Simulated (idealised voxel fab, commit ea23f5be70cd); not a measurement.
Process module, titled voxel capacitor over wiring
Cross-section cut spans 210 nm and uses square cells 5 nm in size.
Notation: cross-section as square-cell grid; stated in bands, top first, going down; one or more cell rows per band.
Heads up on the band format: heights come first, top then bottom, in nm. After that it's the materials left to right, each with its width in nm. A single material flagged "throughout" fills the whole band edge to edge, and "blank" means there's empty space there.
Note: height 0 marks the level under which the wafer is uniformly one material as received. Lowest band unbounded below, written "from 0 down".
It should be noted that a width expressed as "30..40" varies in equal increments from row to row of cells within the band, taking the value of the first number at the top row and that of the second number at the bottom row.
What does "nothing altered" mean for a step? It means no cell of the cross-section changed in that step.
Look at "Enclosed internal voids" for the closed voids: empty spaces with no open path to the top, sized 8 cells or up. Each is width x height at distance, distance from the left edge, all nm.
Anything after a step's settings on that line? It's the simulator's own note about the step.
The line of a step may include "overlay nm". On a step with a mask, this value is how far to the right of its planned place the mask lay. A negative value means the mask lay to the left.

[Planned step list for the process]
1. op RECEIVE | material Si
2. op CONFORMAL_DEP | material SiO2 | thk nm 15
3. op DIRECTIONAL_DEP | material TiN | thk nm 5
4. op DIRECTIONAL_DEP | material W | thk nm 20
5. op PATTERN | tone cover | mask id METAL_1 | material resist | width nm 25 | pitch nm 85 | thk nm 15 | overlay nm 0
6. op DIRECTIONAL_ETCH | etch materials W | depth nm 20
7. op DIRECTIONAL_ETCH | etch materials TiN | depth nm 5
8. op STRIP | etch materials resist
9. op CONFORMAL_DEP | material SiN | thk nm 5
10. op FILL_DEP | material lowk | thk nm 5
11. op CMP | height nm 40
12. op CONFORMAL_DEP | material SiCN | thk nm 5
13. op DIRECTIONAL_DEP | material lowk | thk nm 15
14. op DIRECTIONAL_DEP | material aC | thk nm 15
15. op PATTERN | tone open | mask id PLUG_1 | material resist | width nm 15 | thk nm 30 | overlay nm 0
16. op DIRECTIONAL_ETCH | etch materials aC | depth nm 15
17. op STRIP | etch materials resist
18. op DIRECTIONAL_ETCH | etch materials lowk | depth nm 15
19. op DIRECTIONAL_ETCH | etch materials SiCN | depth nm 5
20. op STRIP | etch materials aC
21. op EPI | material Ru | thk nm 10
22. op EPI | material Ru | thk nm 10
23. op DIRECTIONAL_DEP | material TiN | thk nm 10
24. op DIRECTIONAL_DEP | material SiN | thk nm 5
25. op DIRECTIONAL_DEP | material TiN | thk nm 5
26. op PATTERN | tone cover | mask id UPPER_PLATE | material resist | width nm 65 | thk nm 15 | overlay nm 0
27. op DIRECTIONAL_ETCH | etch materials TiN | depth nm 5
28. op DIRECTIONAL_ETCH | etch materials SiN | depth nm 5
29. op STRIP | etch materials resist
30. op PATTERN | tone cover | mask id LOWER_PLATE | material resist | width nm 75 | thk nm 20 | overlay nm 0
31. op DIRECTIONAL_ETCH | etch materials TiN | depth nm 10
32. op STRIP | etch materials resist
33. op FILL_DEP | material SiO2 | thk nm 15
34. op CMP | height nm 90
35. op DIRECTIONAL_DEP | material aC | thk nm 10
36. op PATTERN | tone open | mask id PLUG_2 | material resist | width nm 15 | thk nm 30 | overlay nm 0
37. op DIRECTIONAL_ETCH | etch materials aC | depth nm 10
38. op STRIP | etch materials resist
39. op DIRECTIONAL_ETCH | etch materials SiO2 | depth nm 10
40. op STRIP | etch materials aC
41. op CONFORMAL_DEP | material TiN | thk nm 5
42. op FILL_DEP | material Ru | thk nm 10
43. op CMP | height nm 90
44. op CONFORMAL_DEP | material SiCN | thk nm 5

[First wafer out of two, processed as planned]

[Cross-section of the incoming wafer, state after step 1]
> from 0 down: Si throughout
> Enclosed internal voids: none

[Step 2 complete: cross-section through the wafer]
> from 15 to 0: SiO2 throughout
> below 0: unchanged

[Step 3 complete: cross-section through the wafer]
> from 20 to 15: TiN throughout
> below 15: unchanged

[Step 4 complete: cross-section through the wafer]
> from 40 to 20: W throughout
> below 20: unchanged

[Step 5 complete: cross-section through the wafer]
> from 55 to 40: blank=50; resist=25; blank=60; resist=25; blank=50
> below 40: unchanged

[Step 6 complete: cross-section through the wafer]
> from 55 to 40: blank=50; resist=25; blank=60; resist=25; blank=50
> from 40 to 20: blank=50; W=25; blank=60; W=25; blank=50
> below 20: unchanged

[Step 7 complete: cross-section through the wafer]
> from 55 to 40: blank=50; resist=25; blank=60; resist=25; blank=50
> from 40 to 20: blank=50; W=25; blank=60; W=25; blank=50
> from 20 to 15: blank=50; TiN=25; blank=60; TiN=25; blank=50
> below 15: unchanged

[Step 8 complete: cross-section through the wafer]
> from 40 to 20: blank=50; W=25; blank=60; W=25; blank=50
> below 20: unchanged

[Step 9 complete: cross-section through the wafer]
> from 45 to 40: blank=45; SiN=35; blank=50; SiN=35; blank=45
> from 40 to 20: blank=45; SiN=5; W=25; SiN=5; blank=50; SiN=5; W=25; SiN=5; blank=45
> from 20 to 15: SiN=50; TiN=25; SiN=60; TiN=25; SiN=50
> below 15: unchanged

[Step 10 complete: cross-section through the wafer]
> from 50 to 45: lowk throughout
> from 45 to 40: lowk=45; SiN=35; lowk=50; SiN=35; lowk=45
> from 40 to 20: lowk=45; SiN=5; W=25; SiN=5; lowk=50; SiN=5; W=25; SiN=5; lowk=45
> below 20: unchanged

[Step 11 complete: cross-section through the wafer]
> from 40 to 20: lowk=45; SiN=5; W=25; SiN=5; lowk=50; SiN=5; W=25; SiN=5; lowk=45
> below 20: unchanged

[Step 12 complete: cross-section through the wafer]
> from 45 to 40: SiCN throughout
> below 40: unchanged

[Step 13 complete: cross-section through the wafer]
> from 60 to 45: lowk throughout
> below 45: unchanged

[Step 14 complete: cross-section through the wafer]
> from 75 to 60: aC throughout
> below 60: unchanged

[Step 15 complete: cross-section through the wafer]
> from 105 to 75: resist=60; blank=15; resist=135
> below 75: unchanged

[Step 16 complete: cross-section through the wafer]
> from 90 to 75: resist=60; blank=15; resist=135
> from 75 to 60: aC=60; blank=15; aC=135
> below 60: unchanged

[Step 17 complete: cross-section through the wafer]
> from 75 to 60: aC=60; blank=15; aC=135
> below 60: unchanged

[Step 18 complete: cross-section through the wafer]
> from 75 to 60: aC=60; blank=15; aC=135
> from 60 to 45: lowk=60; blank=15; lowk=135
> below 45: unchanged

[Step 19 complete: cross-section through the wafer]
> from 75 to 60: aC=60; blank=15; aC=135
> from 60 to 45: lowk=60; blank=15; lowk=135
> from 45 to 40: SiCN=60; blank=15; SiCN=135
> below 40: unchanged

[Step 20 complete: cross-section through the wafer]
> from 60 to 45: lowk=60; blank=15; lowk=135
> below 45: unchanged

[Step 21 complete: cross-section through the wafer]
> from 60 to 50: lowk=60; blank=15; lowk=135
> from 50 to 45: lowk=60; Ru=15; lowk=135
> from 45 to 40: SiCN=60; Ru=15; SiCN=135
> below 40: unchanged

[Step 22 complete: cross-section through the wafer]
> from 60 to 45: lowk=60; Ru=15; lowk=135
> below 45: unchanged

[Step 23 complete: cross-section through the wafer]
> from 70 to 60: TiN throughout
> below 60: unchanged

[Step 24 complete: cross-section through the wafer]
> from 75 to 70: SiN throughout
> below 70: unchanged

[Step 25 complete: cross-section through the wafer]
> from 80 to 75: TiN throughout
> below 75: unchanged

[Step 26 complete: cross-section through the wafer]
> from 95 to 80: blank=60; resist=65; blank=85
> below 80: unchanged

[Step 27 complete: cross-section through the wafer]
> from 95 to 80: blank=60; resist=65; blank=85
> from 80 to 75: blank=60; TiN=65; blank=85
> below 75: unchanged

[Step 28 complete: cross-section through the wafer]
> from 95 to 80: blank=60; resist=65; blank=85
> from 80 to 75: blank=60; TiN=65; blank=85
> from 75 to 70: blank=60; SiN=65; blank=85
> below 70: unchanged

[Step 29 complete: cross-section through the wafer]
> from 80 to 75: blank=60; TiN=65; blank=85
> below 75: unchanged

[Step 30 complete: cross-section through the wafer]
> from 100 to 80: blank=55; resist=75; blank=80
> from 80 to 75: blank=55; resist=5; TiN=65; resist=5; blank=80
> from 75 to 70: blank=55; resist=5; SiN=65; resist=5; blank=80
> below 70: unchanged

[Step 31 complete: cross-section through the wafer]
> from 100 to 80: blank=55; resist=75; blank=80
> from 80 to 75: blank=55; resist=5; TiN=65; resist=5; blank=80
> from 75 to 70: blank=55; resist=5; SiN=65; resist=5; blank=80
> from 70 to 60: blank=55; TiN=75; blank=80
> below 60: unchanged

[Step 32 complete: cross-section through the wafer]
> from 80 to 75: blank=60; TiN=65; blank=85
> from 75 to 70: blank=60; SiN=65; blank=85
> below 70: unchanged

[Step 33 complete: cross-section through the wafer]
> from 95 to 80: SiO2 throughout
> from 80 to 75: SiO2=60; TiN=65; SiO2=85
> from 75 to 70: SiO2=60; SiN=65; SiO2=85
> from 70 to 60: SiO2=55; TiN=75; SiO2=80
> below 60: unchanged

[Step 34 complete: cross-section through the wafer]
> from 90 to 80: SiO2 throughout
> below 80: unchanged

[Step 35 complete: cross-section through the wafer]
> from 100 to 90: aC throughout
> below 90: unchanged

[Step 36 complete: cross-section through the wafer]
> from 130 to 100: resist=70; blank=15; resist=125
> below 100: unchanged

[Step 37 complete: cross-section through the wafer]
> from 120 to 100: resist=70; blank=15; resist=125
> from 100 to 90: aC=70; blank=15; aC=125
> below 90: unchanged

[Step 38 complete: cross-section through the wafer]
> from 100 to 90: aC=70; blank=15; aC=125
> below 90: unchanged

[Step 39 complete: cross-section through the wafer]
> from 100 to 90: aC=70; blank=15; aC=125
> from 90 to 80: SiO2=70; blank=15; SiO2=125
> below 80: unchanged

[Step 40 complete: cross-section through the wafer]
> from 90 to 80: SiO2=70; blank=15; SiO2=125
> below 80: unchanged

[Step 41 complete: cross-section through the wafer]
> from 95 to 90: TiN=75; blank=5; TiN=130
> from 90 to 85: SiO2=70; TiN=5; blank=5; TiN=5; SiO2=125
> from 85 to 75: SiO2=70..60; TiN=15..65; SiO2=125..85
> below 75: unchanged

[Step 42 complete: cross-section through the wafer]
> from 105 to 95: Ru throughout
> from 95 to 90: TiN=75; Ru=5; TiN=130
> from 90 to 85: SiO2=70; TiN=5; Ru=5; TiN=5; SiO2=125
> below 85: unchanged

[Step 43 complete: cross-section through the wafer]
> from 90 to 85: SiO2=70; TiN=5; Ru=5; TiN=5; SiO2=125
> below 85: unchanged

[Step 44 complete: cross-section through the wafer]
> from 95 to 90: SiCN throughout
> below 90: unchanged

[Wafer two of two - same starting point, same process plan, one mistake in execution; matches wafer one up to and including step 9]

[Planned end of step 10: second wafer, cross-section]
> from 50 to 45: Ru throughout
> from 45 to 40: Ru=45; SiN=35; Ru=50; SiN=35; Ru=45
> from 40 to 20: Ru=45; SiN=5; W=25; SiN=5; Ru=50; SiN=5; W=25; SiN=5; Ru=45
> below 20: unchanged

[Planned end of step 11: second wafer, cross-section]
> from 40 to 20: Ru=45; SiN=5; W=25; SiN=5; Ru=50; SiN=5; W=25; SiN=5; Ru=45
> below 20: unchanged

[Planned end of step 12: second wafer, cross-section]
> from 45 to 40: SiCN throughout
> below 40: unchanged

[Planned end of step 13: second wafer, cross-section]
> from 60 to 45: lowk throughout
> below 45: unchanged

[Planned end of step 14: second wafer, cross-section]
> from 75 to 60: aC throughout
> below 60: unchanged

[Planned end of step 15: second wafer, cross-section]
> from 105 to 75: resist=60; blank=15; resist=135
> below 75: unchanged

[Planned end of step 16: second wafer, cross-section]
> from 90 to 75: resist=60; blank=15; resist=135
> from 75 to 60: aC=60; blank=15; aC=135
> below 60: unchanged

[Planned end of step 17: second wafer, cross-section]
> from 75 to 60: aC=60; blank=15; aC=135
> below 60: unchanged

[Planned end of step 18: second wafer, cross-section]
> from 75 to 60: aC=60; blank=15; aC=135
> from 60 to 45: lowk=60; blank=15; lowk=135
> below 45: unchanged

[Planned end of step 19: second wafer, cross-section]
> from 75 to 60: aC=60; blank=15; aC=135
> from 60 to 45: lowk=60; blank=15; lowk=135
> from 45 to 40: SiCN=60; blank=15; SiCN=135
> below 40: unchanged

[Planned end of step 20: second wafer, cross-section]
> from 60 to 45: lowk=60; blank=15; lowk=135
> below 45: unchanged

[Planned end of step 21: second wafer, cross-section]
> from 60 to 50: lowk=60; blank=15; lowk=135
> from 50 to 45: lowk=60; Ru=15; lowk=135
> from 45 to 40: SiCN=60; Ru=15; SiCN=135
> below 40: unchanged

[Planned end of step 22: second wafer, cross-section]
> from 60 to 45: lowk=60; Ru=15; lowk=135
> below 45: unchanged

[Planned end of step 23: second wafer, cross-section]
> from 70 to 60: TiN throughout
> below 60: unchanged

[Planned end of step 24: second wafer, cross-section]
> from 75 to 70: SiN throughout
> below 70: unchanged

[Planned end of step 25: second wafer, cross-section]
> from 80 to 75: TiN throughout
> below 75: unchanged

[Planned end of step 26: second wafer, cross-section]
> from 95 to 80: blank=60; resist=65; blank=85
> below 80: unchanged

[Planned end of step 27: second wafer, cross-section]
> from 95 to 80: blank=60; resist=65; blank=85
> from 80 to 75: blank=60; TiN=65; blank=85
> below 75: unchanged

[Planned end of step 28: second wafer, cross-section]
> from 95 to 80: blank=60; resist=65; blank=85
> from 80 to 75: blank=60; TiN=65; blank=85
> from 75 to 70: blank=60; SiN=65; blank=85
> below 70: unchanged

[Planned end of step 29: second wafer, cross-section]
> from 80 to 75: blank=60; TiN=65; blank=85
> below 75: unchanged

[Planned end of step 30: second wafer, cross-section]
> from 100 to 80: blank=55; resist=75; blank=80
> from 80 to 75: blank=55; resist=5; TiN=65; resist=5; blank=80
> from 75 to 70: blank=55; resist=5; SiN=65; resist=5; blank=80
> below 70: unchanged

[Planned end of step 31: second wafer, cross-section]
> from 100 to 80: blank=55; resist=75; blank=80
> from 80 to 75: blank=55; resist=5; TiN=65; resist=5; blank=80
> from 75 to 70: blank=55; resist=5; SiN=65; resist=5; blank=80
> from 70 to 60: blank=55; TiN=75; blank=80
> below 60: unchanged

[Planned end of step 32: second wafer, cross-section]
> from 80 to 75: blank=60; TiN=65; blank=85
> from 75 to 70: blank=60; SiN=65; blank=85
> below 70: unchanged

[Planned end of step 33: second wafer, cross-section]
> from 95 to 80: SiO2 throughout
> from 80 to 75: SiO2=60; TiN=65; SiO2=85
> from 75 to 70: SiO2=60; SiN=65; SiO2=85
> from 70 to 60: SiO2=55; TiN=75; SiO2=80
> below 60: unchanged

[Planned end of step 34: second wafer, cross-section]
> from 90 to 80: SiO2 throughout
> below 80: unchanged

[Planned end of step 35: second wafer, cross-section]
> from 100 to 90: aC throughout
> below 90: unchanged

[Planned end of step 36: second wafer, cross-section]
> from 130 to 100: resist=70; blank=15; resist=125
> below 100: unchanged

[Planned end of step 37: second wafer, cross-section]
> from 120 to 100: resist=70; blank=15; resist=125
> from 100 to 90: aC=70; blank=15; aC=125
> below 90: unchanged

[Planned end of step 38: second wafer, cross-section]
> from 100 to 90: aC=70; blank=15; aC=125
> below 90: unchanged

[Planned end of step 39: second wafer, cross-section]
> from 100 to 90: aC=70; blank=15; aC=125
> from 90 to 80: SiO2=70; blank=15; SiO2=125
> below 80: unchanged

[Planned end of step 40: second wafer, cross-section]
> from 90 to 80: SiO2=70; blank=15; SiO2=125
> below 80: unchanged

[Planned end of step 41: second wafer, cross-section]
> from 95 to 90: TiN=75; blank=5; TiN=130
> from 90 to 85: SiO2=70; TiN=5; blank=5; TiN=5; SiO2=125
> from 85 to 75: SiO2=70..60; TiN=15..65; SiO2=125..85
> below 75: unchanged

[Planned end of step 42: second wafer, cross-section]
> from 105 to 95: Ru throughout
> from 95 to 90: TiN=75; Ru=5; TiN=130
> from 90 to 85: SiO2=70; TiN=5; Ru=5; TiN=5; SiO2=125
> below 85: unchanged

[Planned end of step 43: second wafer, cross-section]
> from 90 to 85: SiO2=70; TiN=5; Ru=5; TiN=5; SiO2=125
> below 85: unchanged

[Planned end of step 44: second wafer, cross-section]
> from 95 to 90: SiCN throughout
> below 90: unchanged
Nonconformance to the process plan: step 10 changed vs plan, executed as op FILL_DEP | material Ru | thk nm 5
Bottom line after processing is that, in cells, the second wafer is up or down on some materials versus the first: Ru +112, lowk -112
